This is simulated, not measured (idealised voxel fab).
Process module in this document: voxel tone inversion
Cross-sectional view cut (width: 175 nm; square cell size: 5 nm).
Reading order for cross-sections: top band down to bottom band. Underlying form: a grid of square cells. Band size: one or more rows of cells. Band: top height; bottom height; in nm. Then, left to right: material with width in nm, for each material. "edge to edge": a single material spanning edge to edge. "air": empty space. A quick word on heights: they are counted from 0, and under that level the wafer as it came to us is one material throughout. The lowest band is different from the rest in having no bottom; it simply continues downward, written as in "0 nm and below". The width entry "30->40" should be interpreted row by row: the top row of cells in the band takes the first number, the bottom row takes the second number, and the change between adjacent rows is uniform throughout. You'll sometimes find "changes: none" written for a step, and that's the way of saying that nowhere in the cross-section did a cell change during that step. "Voids, enclosed" - sealed voids, min. 8 cells, no opening to top; format: width x height at distance (distance from left edge; nm throughout). On each step's line, the part that comes after the settings is the simulator's own comment on the step. What "overlay nm" on a step's line means: if the step has a mask, that mask lay this far to the right of its planned place, or, when the value is negative, to the left.

INTENDED PROCESS STEPS
1 RECEIVE (material Si)
2 CONFORMAL_DEP (material SiCN; thk nm 5)
3 DIRECTIONAL_DEP (material aC; thk nm 25)
4 PATTERN (tone cover; mask id POSTS; material resist; width nm 20; pitch nm 40; thk nm 30; overlay nm -15)
5 DIRECTIONAL_ETCH (etch materials aC; depth nm 25)
6 STRIP (etch materials resist)
7 FILL_DEP (material lowk; thk nm 5)
8 CMP (height nm 30)
9 STRIP (etch materials aC)
Among the wafers covered here, the point of difference is the overlay nm at step 4; their starting state is shared, and the plan presents the value of the first wafer.

THE FIRST OF SEVERAL WAFERS, AS RECEIVED AFTER STEP 1, SEEN IN SECTION
    0 nm and below | Si edge to edge
    Voids, enclosed: none

THE CROSS-SECTION OF THE FIRST OF SEVERAL WAFERS IS GIVEN BELOW FOR THE END OF THE MODULE, AFTER ITS FINAL STEP, STEP 9
    30 nm to 5 nm | lowk: 40 | air: 20 | lowk: 20 | air: 20 | lowk: 75
    5 nm to 0 nm | SiCN edge to edge
    0 nm and below | Si edge to edge
    Voids, enclosed: none

WAFER CROSS-SECTION (LAST WAFER, MODULE END)
    30 nm to 5 nm | lowk: 70 | air: 20 | lowk: 20 | air: 20 | lowk: 45
    5 nm to 0 nm | SiCN edge to edge
    0 nm and below | Si edge to edge
    Voids, enclosed: none

WAFER ROWS, END OF MODULE: CELLS PER MATERIAL GAINED (+) OR LOST (-) SINCE RECEIPT; CLOSED VOIDS LAST
overlay nm -15, +35 SiCN, +135 lowk, Voids, enclosed: none
overlay nm -10, +35 SiCN, +135 lowk, Voids, enclosed: none
overlay nm -5, +35 SiCN, +135 lowk, Voids, enclosed: none
overlay nm 0, +35 SiCN, +135 lowk, Voids, enclosed: none
overlay nm 5, +35 SiCN, +135 lowk, Voids, enclosed: none
overlay nm 10, +35 SiCN, +135 lowk, Voids, enclosed: none
overlay nm 15, +35 SiCN, +135 lowk, Voids, enclosed: none
